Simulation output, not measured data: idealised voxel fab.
process module | voxel released beams
cross-section cut | 220 nm wide | cells 5 nm
A cross-section is a grid of square cells, given in bands from the top down. A band is one or more rows of cells.
Each band's line starts with the height of the band's top and of its bottom, in nm. Then come its materials from left to right, each with its width in nm. One material with "throughout" fills the band from edge to edge. "air" is empty space.
Height 0 is the level under which the wafer as received is all one material. The lowest band goes on downwards, as in "0 down".
A width such as "30 to 40" changes by the same amount from each row of cells to the next, from the band's top row to its bottom row.
"no change" after a step means that no cell of the cross-section changed.
closed voids: empty space of 8 cells or more with no open way to the top, each as width x height at its distance from the left edge, in nm
after a step's settings: what the simulator itself notes on the step
overlay nm, on a step with a mask: how far to the right of its planned place the mask lay; to the left if negative
plan
1 op RECEIVE | material Si
2 op CONFORMAL_DEP | material Al2O3 | thk nm 10
3 op DIRECTIONAL_DEP | material SiO2 | thk nm 20
4 op DIRECTIONAL_DEP | material aC | thk nm 10
5 op PATTERN | tone open | mask id ANCHOR | material resist | width nm 45 | thk nm 25 | overlay nm 0
6 op DIRECTIONAL_ETCH | etch materials aC | depth nm 10
7 op STRIP | etch materials resist
8 op DIRECTIONAL_ETCH | etch materials SiO2 | depth nm 20
9 op STRIP | etch materials aC
10 op CONFORMAL_DEP | material polySi | thk nm 15
11 op PATTERN | tone cover | mask id BEAM | material resist | width nm 130 | thk nm 15 | overlay nm 0
12 op DIRECTIONAL_ETCH | etch materials polySi | depth nm 15
13 op STRIP | etch materials resist
14 op STRIP | etch materials SiO2
as received, after step 1
  0 down: Si throughout
  closed voids: none
first wafer at the end, as planned
  45 to 30: air 40 | polySi 20 | air 15 | polySi 95 | air 50
  30 to 25: air 45 | polySi 15 | air 15 | polySi 15 | air 130
  25 to 10: air 45 | polySi 45 | air 130
  10 to 0: Al2O3 throughout
  0 down: Si throughout
  closed voids: none
second wafer at the end: like start, like plan, one mistake
  45 to 30: aC 60 | air 15 | aC 145
  30 to 25: SiO2 45 | aC 15 | air 15 | aC 15 | SiO2 130
  25 to 10: SiO2 45 | aC 45 | SiO2 130
  10 to 0: Al2O3 throughout
  0 down: Si throughout
  closed voids: none
what went wrong: step 10 ran as: op CONFORMAL_DEP | material aC | thk nm 15
at the end the second wafer has, in cells: 140 more of SiO2 | 156 more of aC | 102 fewer of polySi
